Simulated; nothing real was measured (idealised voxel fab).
Presented below is a process module, voxel fin reveal.
FYI the section here is cut, 165 nm wide, cells are 5 nm squares.
Square cells in a grid make up a cross-section in this document, and the grid is given as bands, listed from the top down, each one or more rows of cells. It is stipulated that each band's entry specify, in nanometres, the height of the top of the band and then that of its bottom, followed by the materials of the band in left-to-right sequence, each together with its width in nanometres. A single material marked by the word "throughout" is understood to fill the band from edge to edge; the word "blank" is understood to denote empty space. Heights are reckoned from 0. Under this level, the received wafer is all of one material. The bottommost band is open-ended downward, for example "0 -> down". With a width like "30..40", each row of cells in the band differs from the next by the same amount, the top row carrying the first number and the bottom row the second. It should be understood that the words "nothing changed", when stated for a given step, signify that the cross-section underwent no change in any of its cells during that step. For the entry "Closed void entries", the listed items are empty spaces with no open way to the top whose size is 8 cells or more; each item follows the pattern width x height at distance, where distance is from the left edge and all three are in nm. Past the settings on a step's line: simulator remark, on that step. overlay nm: for a step with a mask, the amount by which the mask lay right of where it was planned; a negative amount means left of it.
So here's the lineup of process steps we planned:
1,op RECEIVE | material Si
2,op CONFORMAL_DEP | material SiN | thk nm 10
3,op PATTERN | tone cover | mask id FINS | material resist | width nm 15 | pitch nm 35 | thk nm 20 | overlay nm 0
4,op DIRECTIONAL_ETCH | etch materials SiN | depth nm 10
5,op DIRECTIONAL_ETCH | etch materials Si | depth nm 30
6,op STRIP | etch materials resist
7,op FILL_DEP | material SiO2 | thk nm 10
8,op CMP | height nm 10
9,op SELECTIVE_ETCH | etch materials SiO2 | depth nm 25
10,op STRIP | etch materials SiN
Cross-section: wafer on arrival = after step 1:
- 0 -> down: Si throughout
- Closed void entries: none
Final wafer profile in cross-section after the module, from the same start and plan as above, with one mistake made during processing:
- 0 -> -15: blank=55 / Si=15 / blank=20 / Si=15 / blank=60
- -15 -> -60: SiO2=55 / Si=15 / SiO2=20 / Si=15 / SiO2=60
- -60 -> down: Si throughout
- Closed void entries: none
what went wrong: plan step 5 was twice executed
